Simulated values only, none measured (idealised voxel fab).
The name of this process module is voxel plated lines.
It is cross-section cut that appears here, measuring 195 nm in width, its square cells being 5 nm in size.
If you're reading a cross-section in this doc, picture square cells in a grid; it comes to you as bands, top ones listed first down to the bottom, and a band can be one or more rows of cells.
Per band: top height and bottom height in nm, followed by the left-to-right materials and their widths in nm; "full width" marks a single material spanning edge to edge, "empty" marks empty space.
Where do heights start? At 0: under that level the wafer as delivered is made of one material only. And the lowest band has no floor; it just carries on downward, as in "0..down".
With a width like "30 to 40", each row of cells in the band differs from the next by the same amount, the top row carrying the first number and the bottom row the second.
Given "nothing was modified" for a step, no cell of the cross-section differs between before and after that step.
This entry, "Cavities, sealed", enumerates those empty regions of no fewer than 8 cells that possess no open connection to the top. Each region is reported in the form width x height at distance, the distance being taken from the left edge, with all three quantities expressed in nm.
after a step's settings: what the simulator itself notes on the step
The "overlay nm" setting may appear on a step's line; for a step that uses a mask, it gives how far to the right of its planned position the mask lay, and a negative value indicates the left.
Process steps - plan:
- 1: op RECEIVE | material Si
- 2: op CONFORMAL_DEP | material SiN | thk nm 10
- 3: op DIRECTIONAL_DEP | material TiN | thk nm 5
- 4: op PATTERN | tone open | mask id LINES | material resist | width nm 15 | pitch nm 35 | thk nm 35 | overlay nm 0
- 5: op EPI | material Ru | thk nm 10
- 6: op EPI | material Ru | thk nm 5
- 7: op EPI | material Ru | thk nm 10
- 8: op STRIP | etch materials resist
- 9: op DIRECTIONAL_ETCH | etch materials TiN | depth nm 5
- 10: op CONFORMAL_DEP | material SiCN | thk nm 5
For clarity, it should be stated that the wafers under discussion commence in an identical condition and differ with respect to the thk nm of step 10, the plan indicating the value that the first wafer had.
Cross-section of the first of several received wafers, showing its state after step 1:
* 0..down: Si full width
* Cavities, sealed: none
Depicted here is the first of several wafers in cross-section, at module completion following the last step, step 10:
* 45..40: 65 nm empty / 25 nm SiCN / 10 nm empty / 25 nm SiCN / 70 nm empty
* 40..15: 65 nm empty / 5 nm SiCN / 15 nm Ru / 5 nm SiCN / 10 nm empty / 5 nm SiCN / 15 nm Ru / 5 nm SiCN / 70 nm empty
* 15..10: 70 nm SiCN / 15 nm TiN / 20 nm SiCN / 15 nm TiN / 75 nm SiCN
* 10..0: SiN full width
* 0..down: Si full width
* Cavities, sealed: none
Final wafer of several, shown in cross-section at the end of the module:
* 60..40: 50 nm empty / 90 nm SiCN / 55 nm empty
* 40..30: 50 nm empty / 20 nm SiCN / 15 nm Ru / 20 nm SiCN / 15 nm Ru / 20 nm SiCN / 55 nm empty
* 30..15: 70 nm SiCN / 15 nm Ru / 20 nm SiCN / 15 nm Ru / 75 nm SiCN
* 15..10: 70 nm SiCN / 15 nm TiN / 20 nm SiCN / 15 nm TiN / 75 nm SiCN
* 10..0: SiN full width
* 0..down: Si full width
* Cavities, sealed: none
Row per wafer, end-of-module: cell gain (+)/loss (-) by material since the wafer came in, then closed voids:
thk nm 5; +30 Ru; +63 SiCN; +78 SiN; +6 TiN; Cavities, sealed: none
thk nm 10; +30 Ru; +126 SiCN; +78 SiN; +6 TiN; Cavities, sealed: none
thk nm 15; +30 Ru; +177 SiCN; +78 SiN; +6 TiN; Cavities, sealed: none
thk nm 20; +30 Ru; +228 SiCN; +78 SiN; +6 TiN; Cavities, sealed: none
